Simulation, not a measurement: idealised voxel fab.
The following process module bears the name voxel gate over fins.
Square cells of 5 nm make up the cross-section cut, whose width is 175 nm.
This document writes a cross-section as a grid whose cells are square, and gives it as bands, listed from the top down; one or more rows of cells form a band. Look at the band entry: it leads with the top's height and the bottom's height in nm. Then it lists the materials left to right, with a width in nm for each. The word "edge to edge" on a single material says that material fills the band edge to edge. The word "empty" is empty space. Zero point of the height axis is 0; under it, received wafer = one material. Lowest band: continues down indefinitely, "z 0 and below". Quick explanation for "30..40": the width changes in equal steps down the rows of cells, from the first number in the band's top row to the second number in its bottom row. Where a step carries "no modifications", the cross-section came out of it unchanged, cell for cell. "Completely sealed voids" means: voids of 8 cells or more that are shut off from the top with no open way through. Written width x height at distance, distance from the left edge, in nm. after a step's settings: what the simulator itself notes on the step. What "overlay nm" on a step's line means: if the step has a mask, that mask lay this far to the right of its planned place, or, when the value is negative, to the left.

# Planned step list for the process
1) RECEIVE (material Si)
2) CONFORMAL_DEP (material SiN; thk nm 10)
3) MASKED_ETCH (tone cover; mask id FINS; width nm 15; pitch nm 35; etch materials SiN; depth nm 10; overlay nm -15)
4) MASKED_ETCH (tone cover; mask id FINS; width nm 15; pitch nm 35; etch materials Si; depth nm 40; overlay nm 0)
5) FILL_DEP (material SiO2; thk nm 10)
6) CMP (height nm 10)
7) SELECTIVE_ETCH (etch materials SiO2; depth nm 20)
8) STRIP (etch materials SiN)
9) CONFORMAL_DEP (material HfO2; thk nm 5)
10) CONFORMAL_DEP (material TiN; thk nm 5)
11) CONFORMAL_DEP (material TiAl; thk nm 5)
12) CONFORMAL_DEP (material TiN; thk nm 5)
13) FILL_DEP (material W; thk nm 10)
14) CMP (height nm 25)
15) CONFORMAL_DEP (material SiN; thk nm 10)
Same starting wafers, different overlay nm at step 3. Plan value belongs to the first wafer.

# Received condition of the first of several wafers, sectioned: post-step 1
    z 0 and below  Si edge to edge
    Completely sealed voids: none

# Per wafer (row), end of module: delta in cells per material since receipt, (+) for gained, (-) for lost; closed voids after that
overlay nm -15, +41 HfO2, -184 Si, +70 SiN, +138 SiO2, +39 TiAl, +78 TiN, +63 W, Completely sealed voids: none
overlay nm -10, +43 HfO2, -200 Si, +70 SiN, +150 SiO2, +39 TiAl, +78 TiN, +65 W, Completely sealed voids: none
overlay nm -5, +43 HfO2, -216 Si, +70 SiN, +162 SiO2, +39 TiAl, +80 TiN, +67 W, Completely sealed voids: none
overlay nm 0, +43 HfO2, -232 Si, +70 SiN, +174 SiO2, +39 TiAl, +82 TiN, +69 W, Completely sealed voids: none
overlay nm 5, +43 HfO2, -216 Si, +70 SiN, +162 SiO2, +39 TiAl, +80 TiN, +67 W, Completely sealed voids: none
overlay nm 10, +43 HfO2, -200 Si, +70 SiN, +150 SiO2, +39 TiAl, +78 TiN, +65 W, Completely sealed voids: none
overlay nm 15, +41 HfO2, -184 Si, +70 SiN, +138 SiO2, +39 TiAl, +78 TiN, +63 W, Completely sealed voids: none
